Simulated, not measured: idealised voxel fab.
process module | voxel self aligned contacts
cross-section cut | 255 nm wide | cells 5 nm
A cross-section is a grid of square cells, given in bands from the top down. A band is one or more rows of cells.
Each band's line starts with the height of the band's top and of its bottom, in nm. Then come its materials from left to right, each with its width in nm. One material with "throughout" fills the band from edge to edge. "air" is empty space.
Height 0 is the level under which the wafer as received is all one material. The lowest band goes on downwards, as in "0 down".
A width such as "30 to 40" changes by the same amount from each row of cells to the next, from the band's top row to its bottom row.
"no change" after a step means that no cell of the cross-section changed.
closed voids: empty space of 8 cells or more with no open way to the top, each as width x height at its distance from the left edge, in nm
after a step's settings: what the simulator itself notes on the step
overlay nm, on a step with a mask: how far to the right of its planned place the mask lay; to the left if negative
plan
1 op RECEIVE | material Si
2 op CONFORMAL_DEP | material SiO2 | thk nm 5
3 op DIRECTIONAL_DEP | material polySi | thk nm 30
4 op DIRECTIONAL_DEP | material SiN | thk nm 20
5 op MASKED_ETCH | tone cover | mask id GATE | width nm 35 | pitch nm 80 | etch materials SiN | depth nm 20 | overlay nm 0
6 op MASKED_ETCH | tone cover | mask id GATE | width nm 35 | pitch nm 80 | etch materials polySi | depth nm 30 | overlay nm 0
7 op CONFORMAL_DEP | material SiN | thk nm 10
8 op DIRECTIONAL_ETCH | etch materials SiN | depth nm 10
9 op FILL_DEP | material SiO2 | thk nm 15
10 op CMP | height nm 65
11 op PATTERN | tone open | mask id CONTACT | material resist | width nm 65 | thk nm 20 | overlay nm 0
12 op DIRECTIONAL_ETCH | etch materials SiO2 | depth nm 65
13 op STRIP | etch materials resist
14 op CONFORMAL_DEP | material TiN | thk nm 5
15 op FILL_DEP | material Ru | thk nm 5
16 op CMP | height nm 65
17 op CONFORMAL_DEP | material SiCN | thk nm 5
as received, after step 1
  0 down: Si throughout
  closed voids: none
first wafer at the end, as planned
  70 to 65: SiCN throughout
  65 to 55: SiO2 95 | TiN 5 to 25 | Ru 55 to 15 | TiN 5 to 25 | SiO2 95
  55 to 35: SiO2 60 | SiN 55 | TiN 5 | Ru 15 | TiN 5 | SiN 55 | SiO2 60
  35 to 5: SiO2 60 | SiN 10 | polySi 35 | SiN 10 | TiN 5 | Ru 15 | TiN 5 | SiN 10 | polySi 35 | SiN 10 | SiO2 60
  5 to 0: SiO2 115 | TiN 25 | SiO2 115
  0 down: Si throughout
  closed voids: none
second wafer at the end: like start, like plan, one mistake
  70 to 65: SiCN throughout
  65 to 55: SiO2 95 | TiN 5 to 25 | Ru 55 to 15 | TiN 5 to 25 | SiO2 95
  55 to 35: SiO2 60 | SiN 55 | TiN 5 | Ru 15 | TiN 5 | SiN 55 | SiO2 60
  35 to 20: SiO2 60 | SiN 10 | polySi 35 | SiN 10 | TiN 5 | Ru 15 | TiN 5 | SiN 10 | polySi 35 | SiN 10 | SiO2 60
  20 to 15: SiO2 60 | SiN 10 | polySi 35 | SiN 10 | TiN 25 | SiN 10 | polySi 35 | SiN 10 | SiO2 60
  15 to 5: SiN 70 | polySi 35 | SiN 45 | polySi 35 | SiN 70
  5 to 0: SiO2 throughout
  0 down: Si throughout
  closed voids: none
what went wrong: steps 7 and 8 were swapped
at the end the second wafer has, in cells: 9 fewer of Ru | 58 more of SiN | 43 fewer of SiO2 | 6 fewer of TiN
